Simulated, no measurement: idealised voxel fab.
The process module that follows is named voxel fin reveal.
It is cross-section cut that appears here, measuring 210 nm in width, its square cells being 5 nm in size.
Reading order for cross-sections: top band down to bottom band. Underlying form: a grid of square cells. Band size: one or more rows of cells. Per band: top height and bottom height in nm, followed by the left-to-right materials and their widths in nm; "everywhere" marks a single material spanning edge to edge, "empty" marks empty space. The level at which height equals 0 is the one under which the wafer, as it arrives, is entirely one material. No lower edge exists for the bottom band, which continues downward and is notated as in "0 -> down". A two-number width, for instance "30..40", indicates that the width is equal to the first number in the top row of the band and to the second number in the bottom row, and that it changes by a constant amount per row of cells. Take "all unchanged" at face value: in the step it is given for, the cross-section changed in none of its cells. Empty spaces counting at least 8 cells and having no open way to the top are listed in "Closed internal voids". The notation width x height at distance is used for each, the distance being from the left edge and all three values in nm. Post-settings text on a step line: simulator's own remark regarding the step. The setting "overlay nm" may be written on the line of a step. When the step uses a mask, the value reports how far to the right of the planned place the mask lay, and a negative value reports that it lay to the left.
Listed below are the process steps as planned
| 1 | RECEIVE | material Si |
| 2 | CONFORMAL_DEP | material SiN | thk nm 10 |
| 3 | PATTERN | tone cover | mask id FINS | material resist | width nm 15 | pitch nm 40 | thk nm 20 | overlay nm 0 |
| 4 | DIRECTIONAL_ETCH | etch materials SiN | depth nm 10 |
| 5 | DIRECTIONAL_ETCH | etch materials Si | depth nm 40 |
| 6 | STRIP | etch materials resist |
| 7 | OXIDIZE | depth nm 5 |
| 8 | FILL_DEP | material SiO2 | thk nm 5 |
| 9 | CMP | height nm 10 |
| 10 | SELECTIVE_ETCH | etch materials SiO2 | depth nm 20 |
| 11 | STRIP | etch materials SiN |
| 12 | CONFORMAL_DEP | material HfO2 | thk nm 5 |
The following pertains to the first of two wafers, which was processed as planned
Cross-section: wafer on arrival = after step 1
    0 -> down | Si everywhere
    Closed internal voids: none
So this is the wafer cross-section right after step 2
    10 -> 0 | SiN everywhere
    below 0: unchanged
So this is the wafer cross-section right after step 3
    30 -> 10 | 55 of empty; 15 of resist; 25 of empty; 15 of resist; 25 of empty; 15 of resist; 60 of empty
    below 10: unchanged
So this is the wafer cross-section right after step 4
    30 -> 10 | 55 of empty; 15 of resist; 25 of empty; 15 of resist; 25 of empty; 15 of resist; 60 of empty
    10 -> 0 | 55 of empty; 15 of SiN; 25 of empty; 15 of SiN; 25 of empty; 15 of SiN; 60 of empty
    below 0: unchanged
So this is the wafer cross-section right after step 5
    30 -> 10 | 55 of empty; 15 of resist; 25 of empty; 15 of resist; 25 of empty; 15 of resist; 60 of empty
    10 -> 0 | 55 of empty; 15 of SiN; 25 of empty; 15 of SiN; 25 of empty; 15 of SiN; 60 of empty
    0 -> -40 | 55 of empty; 15 of Si; 25 of empty; 15 of Si; 25 of empty; 15 of Si; 60 of empty
    below -40: unchanged
So this is the wafer cross-section right after step 6
    10 -> 0 | 55 of empty; 15 of SiN; 25 of empty; 15 of SiN; 25 of empty; 15 of SiN; 60 of empty
    below 0: unchanged
So this is the wafer cross-section right after step 7
    10 -> 0 | 55 of empty; 15 of SiN; 25 of empty; 15 of SiN; 25 of empty; 15 of SiN; 60 of empty
    0 -> -40 | 55 of empty; 5 of SiO2; 5 of Si; 5 of SiO2; 25 of empty; 5 of SiO2; 5 of Si; 5 of SiO2; 25 of empty; 5 of SiO2; 5 of Si; 5 of SiO2; 60 of empty
    -40 -> -45 | 60 of SiO2; 5 of Si; 35 of SiO2; 5 of Si; 35 of SiO2; 5 of Si; 65 of SiO2
    below -45: unchanged
So this is the wafer cross-section right after step 8
    15 -> 10 | SiO2 everywhere
    10 -> 0 | 55 of SiO2; 15 of SiN; 25 of SiO2; 15 of SiN; 25 of SiO2; 15 of SiN; 60 of SiO2
    0 -> -45 | 60 of SiO2; 5 of Si; 35 of SiO2; 5 of Si; 35 of SiO2; 5 of Si; 65 of SiO2
    below -45: unchanged
So this is the wafer cross-section right after step 9
    10 -> 0 | 55 of SiO2; 15 of SiN; 25 of SiO2; 15 of SiN; 25 of SiO2; 15 of SiN; 60 of SiO2
    below 0: unchanged
So this is the wafer cross-section right after step 10
    10 -> 0 | 55 of empty; 15 of SiN; 25 of empty; 15 of SiN; 25 of empty; 15 of SiN; 60 of empty
    0 -> -10 | 60 of empty; 5 of Si; 35 of empty; 5 of Si; 35 of empty; 5 of Si; 65 of empty
    below -10: unchanged
So this is the wafer cross-section right after step 11
    0 -> -10 | 60 of empty; 5 of Si; 35 of empty; 5 of Si; 35 of empty; 5 of Si; 65 of empty
    below -10: unchanged
So this is the wafer cross-section right after step 12
    5 -> 0 | 55 of empty; 15 of HfO2; 25 of empty; 15 of HfO2; 25 of empty; 15 of HfO2; 60 of empty
    0 -> -5 | 55 of empty; 5 of HfO2; 5 of Si; 5 of HfO2; 25 of empty; 5 of HfO2; 5 of Si; 5 of HfO2; 25 of empty; 5 of HfO2; 5 of Si; 5 of HfO2; 60 of empty
    -5 -> -10 | 60 of HfO2; 5 of Si; 35 of HfO2; 5 of Si; 35 of HfO2; 5 of Si; 65 of HfO2
    below -10: unchanged
Second wafer, same starting conditions and recipe as the first, one mistake in executing it, nothing differs from the first up to and including step 4
Cross-section of the second wafer corresponding to the planned conclusion of step 5
    30 -> 10 | 55 of empty; 15 of resist; 25 of empty; 15 of resist; 25 of empty; 15 of resist; 60 of empty
    10 -> 0 | 55 of empty; 15 of SiN; 25 of empty; 15 of SiN; 25 of empty; 15 of SiN; 60 of empty
    0 -> -80 | 55 of empty; 15 of Si; 25 of empty; 15 of Si; 25 of empty; 15 of Si; 60 of empty
    below -80: unchanged
Cross-section of the second wafer corresponding to the planned conclusion of step 6
    10 -> 0 | 55 of empty; 15 of SiN; 25 of empty; 15 of SiN; 25 of empty; 15 of SiN; 60 of empty
    below 0: unchanged
Cross-section of the second wafer corresponding to the planned conclusion of step 7
    10 -> 0 | 55 of empty; 15 of SiN; 25 of empty; 15 of SiN; 25 of empty; 15 of SiN; 60 of empty
    0 -> -80 | 55 of empty; 5 of SiO2; 5 of Si; 5 of SiO2; 25 of empty; 5 of SiO2; 5 of Si; 5 of SiO2; 25 of empty; 5 of SiO2; 5 of Si; 5 of SiO2; 60 of empty
    -80 -> -85 | 60 of SiO2; 5 of Si; 35 of SiO2; 5 of Si; 35 of SiO2; 5 of Si; 65 of SiO2
    below -85: unchanged
Cross-section of the second wafer corresponding to the planned conclusion of step 8
    15 -> 10 | SiO2 everywhere
    10 -> 0 | 55 of SiO2; 15 of SiN; 25 of SiO2; 15 of SiN; 25 of SiO2; 15 of SiN; 60 of SiO2
    0 -> -85 | 60 of SiO2; 5 of Si; 35 of SiO2; 5 of Si; 35 of SiO2; 5 of Si; 65 of SiO2
    below -85: unchanged
Cross-section of the second wafer corresponding to the planned conclusion of step 9
    10 -> 0 | 55 of SiO2; 15 of SiN; 25 of SiO2; 15 of SiN; 25 of SiO2; 15 of SiN; 60 of SiO2
    below 0: unchanged
Cross-section of the second wafer corresponding to the planned conclusion of step 10
    10 -> 0 | 55 of empty; 15 of SiN; 25 of empty; 15 of SiN; 25 of empty; 15 of SiN; 60 of empty
    0 -> -10 | 60 of empty; 5 of Si; 35 of empty; 5 of Si; 35 of empty; 5 of Si; 65 of empty
    below -10: unchanged
Cross-section of the second wafer corresponding to the planned conclusion of step 11
    0 -> -10 | 60 of empty; 5 of Si; 35 of empty; 5 of Si; 35 of empty; 5 of Si; 65 of empty
    below -10: unchanged
Cross-section of the second wafer corresponding to the planned conclusion of step 12
    5 -> 0 | 55 of empty; 15 of HfO2; 25 of empty; 15 of HfO2; 25 of empty; 15 of HfO2; 60 of empty
    0 -> -5 | 55 of empty; 5 of HfO2; 5 of Si; 5 of HfO2; 25 of empty; 5 of HfO2; 5 of Si; 5 of HfO2; 25 of empty; 5 of HfO2; 5 of Si; 5 of HfO2; 60 of empty
    -5 -> -10 | 60 of HfO2; 5 of Si; 35 of HfO2; 5 of Si; 35 of HfO2; 5 of Si; 65 of HfO2
    below -10: unchanged
What went wrong in running the wafer? yeah, plan step 5 got run twice
FYI, end of process, the second wafer has more or fewer cells of some materials than the first: Si -312, SiO2 +312
